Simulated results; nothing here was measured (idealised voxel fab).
This section sets out a process module, namely voxel capacitor over wiring.
The width of the displayed cross-section, cut, is 220 nm; its cells are square, with a size of 5 nm.
Think of the cross-section as a grid of square cells. We describe it in bands, top to bottom, and each band covers one or more rows of those cells. Band: top and bottom heights (nm) first, top before bottom; then materials from left to right, widths in nm. "full width" marks a sole material filling the band edge to edge. "blank" denotes empty space. Zero point of the height axis is 0; under it, received wafer = one material. Lowest band: continues down indefinitely, "from 0 down". A two-number width, for instance "30->40", indicates that the width is equal to the first number in the top row of the band and to the second number in the bottom row, and that it changes by a constant amount per row of cells. Where the words "no modification" appear for a step, the cross-section shows no cell changed by that step; every cell remained as before. Any empty space of 8 cells or more lacking an open way to the top shows up in "Internal closed voids" as width x height at distance, distance from the left edge, in nm. Where a step's line continues beyond its settings, the continuation is a remark by the simulator itself on that step. You can add "overlay nm" to a step's line. For a step with a mask, it describes how far the mask lay to the right of its planned position, and a negative number describes a lay to the left.

**The following list gives the planned process steps**
1. RECEIVE [material Si]
2. CONFORMAL_DEP [material SiO2] [thk nm 10]
3. CONFORMAL_DEP [material SiN] [thk nm 5]
4. DIRECTIONAL_DEP [material SiO2] [thk nm 15]
5. PATTERN [tone open] [mask id METAL_1] [material resist] [width nm 20] [pitch nm 80] [thk nm 20] [overlay nm -15]
6. DIRECTIONAL_ETCH [etch materials SiO2] [depth nm 15]
7. DIRECTIONAL_ETCH [etch materials SiN] [depth nm 5]
8. STRIP [etch materials resist]
9. CONFORMAL_DEP [material TiN] [thk nm 5]
10. FILL_DEP [material Ru] [thk nm 10]
11. CMP [height nm 30]
12. EPI [material Ru] [thk nm 5]
13. FILL_DEP [material SiCN] [thk nm 5]
14. DIRECTIONAL_DEP [material lowk] [thk nm 20]
15. DIRECTIONAL_DEP [material aC] [thk nm 10]
16. PATTERN [tone open] [mask id PLUG_1] [material resist] [width nm 15] [thk nm 25] [overlay nm 0]
17. DIRECTIONAL_ETCH [etch materials aC] [depth nm 10]
18. STRIP [etch materials resist]
19. DIRECTIONAL_ETCH [etch materials lowk] [depth nm 20]
20. DIRECTIONAL_ETCH [etch materials SiCN] [depth nm 5]
21. STRIP [etch materials aC]
22. EPI [material Ru] [thk nm 10]
23. EPI [material Ru] [thk nm 10]
24. EPI [material Ru] [thk nm 5]
25. DIRECTIONAL_DEP [material TiN] [thk nm 5]
26. DIRECTIONAL_DEP [material Al2O3] [thk nm 5]
27. DIRECTIONAL_DEP [material TiN] [thk nm 5]
28. DIRECTIONAL_DEP [material aC] [thk nm 15]
29. PATTERN [tone cover] [mask id UPPER_PLATE] [material resist] [width nm 65] [thk nm 35] [overlay nm 0]
30. DIRECTIONAL_ETCH [etch materials aC] [depth nm 15]
31. STRIP [etch materials resist]
32. DIRECTIONAL_ETCH [etch materials TiN] [depth nm 5]
33. DIRECTIONAL_ETCH [etch materials Al2O3] [depth nm 5]
34. STRIP [etch materials aC]
35. DIRECTIONAL_DEP [material aC] [thk nm 15]
36. PATTERN [tone cover] [mask id LOWER_PLATE] [material resist] [width nm 75] [thk nm 35] [overlay nm 0]
37. DIRECTIONAL_ETCH [etch materials aC] [depth nm 15]
38. STRIP [etch materials resist]
39. DIRECTIONAL_ETCH [etch materials TiN] [depth nm 5]
40. STRIP [etch materials aC]
41. FILL_DEP [material SiO2] [thk nm 15]
42. CMP [height nm 85]
43. PATTERN [tone open] [mask id PLUG_2] [material resist] [width nm 15] [thk nm 15] [overlay nm 0]
44. DIRECTIONAL_ETCH [etch materials SiO2] [depth nm 10]
45. STRIP [etch materials resist]
46. CONFORMAL_DEP [material TiN] [thk nm 5]
47. FILL_DEP [material Cu] [thk nm 10]
48. CMP [height nm 85]
49. CONFORMAL_DEP [material SiN] [thk nm 5]
The overlay nm used in step 5 is not the same on every wafer, whereas the starting condition is; the value printed in the plan is the first wafer's.

**The first of several wafers, as received after step 1, seen in section**
  from 0 down | Si full width
  Internal closed voids: none

**The cross-section of the first of several wafers is given below for the end of the module, after its final step, step 49**
  from 90 to 85 | SiN full width
  from 85 to 80 | SiO2 75 nm / TiN 5 nm / Cu 5 nm / TiN 5 nm / SiO2 130 nm
  from 80 to 70 | SiO2 75->65 nm / TiN 15->65 nm / SiO2 130->90 nm
  from 70 to 65 | SiO2 65 nm / Al2O3 65 nm / SiO2 90 nm
  from 65 to 60 | SiO2 60 nm / TiN 75 nm / SiO2 85 nm
  from 60 to 40 | lowk 65 nm / Ru 15 nm / lowk 140 nm
  from 40 to 35 | SiCN 65 nm / Ru 15 nm / SiCN 140 nm
  from 35 to 30 | SiCN 40 nm / Ru 30 nm / SiCN 50 nm / Ru 30 nm / SiCN 70 nm
  from 30 to 15 | SiO2 45 nm / TiN 5 nm / Ru 10 nm / TiN 5 nm / SiO2 60 nm / TiN 5 nm / Ru 10 nm / TiN 5 nm / SiO2 75 nm
  from 15 to 10 | SiN 45 nm / TiN 20 nm / SiN 60 nm / TiN 20 nm / SiN 75 nm
  from 10 to 0 | SiO2 full width
  from 0 down | Si full width
  Internal closed voids: none

**At the end of the module, the last of several wafers in cross-section**
  from 90 to 85 | SiN full width
  from 85 to 80 | SiO2 75 nm / TiN 5 nm / Cu 5 nm / TiN 5 nm / SiO2 130 nm
  from 80 to 70 | SiO2 75->65 nm / TiN 15->65 nm / SiO2 130->90 nm
  from 70 to 65 | SiO2 65 nm / Al2O3 65 nm / SiO2 90 nm
  from 65 to 60 | SiO2 60 nm / TiN 75 nm / SiO2 85 nm
  from 60 to 40 | lowk 65 nm / Ru 15 nm / lowk 140 nm
  from 40 to 35 | SiCN 65 nm / Ru 15 nm / SiCN 140 nm
  from 35 to 30 | SiCN 70 nm / Ru 30 nm / SiCN 50 nm / Ru 30 nm / SiCN 40 nm
  from 30 to 15 | SiO2 75 nm / TiN 5 nm / Ru 10 nm / TiN 5 nm / SiO2 60 nm / TiN 5 nm / Ru 10 nm / TiN 5 nm / SiO2 45 nm
  from 15 to 10 | SiN 75 nm / TiN 20 nm / SiN 60 nm / TiN 20 nm / SiN 45 nm
  from 10 to 0 | SiO2 full width
  from 0 down | Si full width
  Internal closed voids: none

**Every row in this table is a wafer at the end of the module, and it gives, for each of the materials, the cells that wafer has gained (+) or lost (-) since it was received, then its closed voids**
overlay nm -15 | +13 Al2O3 | +1 Cu | +39 Ru | +73 SiCN | +80 SiN | +369 SiO2 | +53 TiN | +164 lowk | Internal closed voids: none
overlay nm -10 | +13 Al2O3 | +1 Cu | +39 Ru | +73 SiCN | +80 SiN | +369 SiO2 | +53 TiN | +164 lowk | Internal closed voids: none
overlay nm -5 | +13 Al2O3 | +1 Cu | +39 Ru | +73 SiCN | +80 SiN | +369 SiO2 | +53 TiN | +164 lowk | Internal closed voids: none
overlay nm 0 | +13 Al2O3 | +1 Cu | +39 Ru | +73 SiCN | +80 SiN | +369 SiO2 | +53 TiN | +164 lowk | Internal closed voids: none
overlay nm 5 | +13 Al2O3 | +1 Cu | +39 Ru | +73 SiCN | +80 SiN | +369 SiO2 | +53 TiN | +164 lowk | Internal closed voids: none
overlay nm 10 | +13 Al2O3 | +1 Cu | +39 Ru | +73 SiCN | +80 SiN | +369 SiO2 | +53 TiN | +164 lowk | Internal closed voids: none
overlay nm 15 | +13 Al2O3 | +1 Cu | +39 Ru | +73 SiCN | +80 SiN | +369 SiO2 | +53 TiN | +164 lowk | Internal closed voids: none
